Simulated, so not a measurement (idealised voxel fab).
Name of the process module below: voxel self aligned vias
The cross-section shown here is cut; it is 235 nm wide and divided into square cells measuring 5 nm on a side.
For the purposes of this document, a cross-section shall be understood as a grid of square cells, specified as bands listed in top-to-bottom order, each band consisting of one or more rows of cells.
Quick guide to a band line: top height, bottom height (nm) up front; then every material left to right with its width in nm. Only one material and it's marked "all across"? Then it fills the band edge to edge. And "air" just means empty space.
Convention: height 0 is the level below which the wafer, as received, is all one material. The lowest band does not terminate at the bottom but continues downward, represented as "from 0 down".
A width given as "30->40" starts at the first number in the band's top row and ends at the second number in its bottom row, shifting by an equal amount at every step from row to row.
"left unchanged" -> step changed no cross-section cell.
Sealed-off cavities: empty space of 8 cells or more with no open way to the top, each as width x height at its distance from the left edge, in nm
What comes after the settings on a step's line is commentary from the simulator itself on that step.
When a step includes a mask, the "overlay nm" setting on its line states how far to the right of its planned place that mask lay, and negative values state how far to the left.
[Process steps - plan]
| 1 | RECEIVE | material Si |
| 2 | CONFORMAL_DEP | material SiO2 | thk nm 10 |
| 3 | CONFORMAL_DEP | material SiCN | thk nm 5 |
| 4 | DIRECTIONAL_DEP | material SiO2 | thk nm 20 |
| 5 | PATTERN | tone open | mask id LINES | material resist | width nm 20 | pitch nm 60 | thk nm 20 | overlay nm 0 |
| 6 | DIRECTIONAL_ETCH | etch materials SiO2 | depth nm 20 |
| 7 | STRIP | etch materials resist |
| 8 | CONFORMAL_DEP | material TiN | thk nm 5 |
| 9 | FILL_DEP | material Ru | thk nm 5 |
| 10 | CMP | height nm 35 |
| 11 | SELECTIVE_ETCH | etch materials W Ru TiN | depth nm 10 |
| 12 | FILL_DEP | material SiN | thk nm 5 |
| 13 | CMP | height nm 35 |
| 14 | DIRECTIONAL_DEP | material SiO2 | thk nm 20 |
| 15 | DIRECTIONAL_DEP | material aC | thk nm 15 |
| 16 | PATTERN | tone open | mask id VIAS | material resist | width nm 30 | thk nm 35 | overlay nm 0 |
| 17 | DIRECTIONAL_ETCH | etch materials aC | depth nm 15 |
| 18 | STRIP | etch materials resist |
| 19 | DIRECTIONAL_ETCH | etch materials SiO2 | depth nm 20 |
| 20 | DIRECTIONAL_ETCH | etch materials SiN | depth nm 10 |
| 21 | STRIP | etch materials aC |
| 22 | CONFORMAL_DEP | material TiN | thk nm 5 |
| 23 | FILL_DEP | material Ru | thk nm 5 |
| 24 | CMP | height nm 55 |
| 25 | CONFORMAL_DEP | material SiN | thk nm 5 |
[Wafer cross-section on receipt, i.e. after step 1]
    from 0 down | Si all across
    Sealed-off cavities: none
[Cross-sectional view of the first of the two wafers upon completion of the module, processed in accordance with the plan]
    from 60 to 55 | SiN all across
    from 55 to 40 | SiO2 70 nm / TiN 5 nm / Ru 20 nm / TiN 5 nm / SiO2 135 nm
    from 40 to 35 | SiO2 70 nm / TiN 10 nm / Ru 10 nm / TiN 10 nm / SiO2 135 nm
    from 35 to 30 | SiO2 75 nm / TiN 5 nm / Ru 10 nm / TiN 5 nm / SiO2 40 nm / SiN 20 nm / SiO2 80 nm
    from 30 to 25 | SiO2 75 nm / TiN 20 nm / SiO2 40 nm / SiN 20 nm / SiO2 80 nm
    from 25 to 20 | SiO2 75 nm / TiN 5 nm / Ru 10 nm / TiN 5 nm / SiO2 40 nm / TiN 5 nm / Ru 10 nm / TiN 5 nm / SiO2 80 nm
    from 20 to 15 | SiO2 75 nm / TiN 20 nm / SiO2 40 nm / TiN 20 nm / SiO2 80 nm
    from 15 to 10 | SiCN all across
    from 10 to 0 | SiO2 all across
    from 0 down | Si all across
    Sealed-off cavities: none
[Presented here is a cross-section of the second of the two wafers as it stood at the end of the module. It was started in the same manner and assigned the same plan as the first wafer; however, one mistake was made in its execution]
    from 60 to 55 | SiN all across
    from 55 to 50 | Ru all across
    from 50 to 45 | TiN 75 nm / Ru 20 nm / TiN 140 nm
    from 45 to 35 | SiO2 70 nm / TiN 5 nm / Ru 20 nm / TiN 5 nm / SiO2 135 nm
    from 35 to 30 | SiO2 70 nm / TiN 5 nm / Ru 20 nm / TiN 5 nm / SiO2 35 nm / SiN 20 nm / SiO2 80 nm
    from 30 to 25 | SiO2 70 nm / TiN 30 nm / SiO2 35 nm / SiN 20 nm / SiO2 80 nm
    from 25 to 20 | SiO2 75 nm / TiN 5 nm / Ru 10 nm / TiN 5 nm / SiO2 40 nm / TiN 5 nm / Ru 10 nm / TiN 5 nm / SiO2 80 nm
    from 20 to 15 | SiO2 75 nm / TiN 20 nm / SiO2 40 nm / TiN 20 nm / SiO2 80 nm
    from 15 to 10 | SiCN all across
    from 10 to 0 | SiO2 all across
    from 0 down | Si all across
    Sealed-off cavities: none
The plan and the run diverged here: step 14 was processed under conditions differing from the plan, specifically as DIRECTIONAL_DEP | material SiO2 | thk nm 10
Cell-count delta at end, second wafer over first, by material: 47 more of Ru, 86 fewer of SiO2, 39 more of TiN
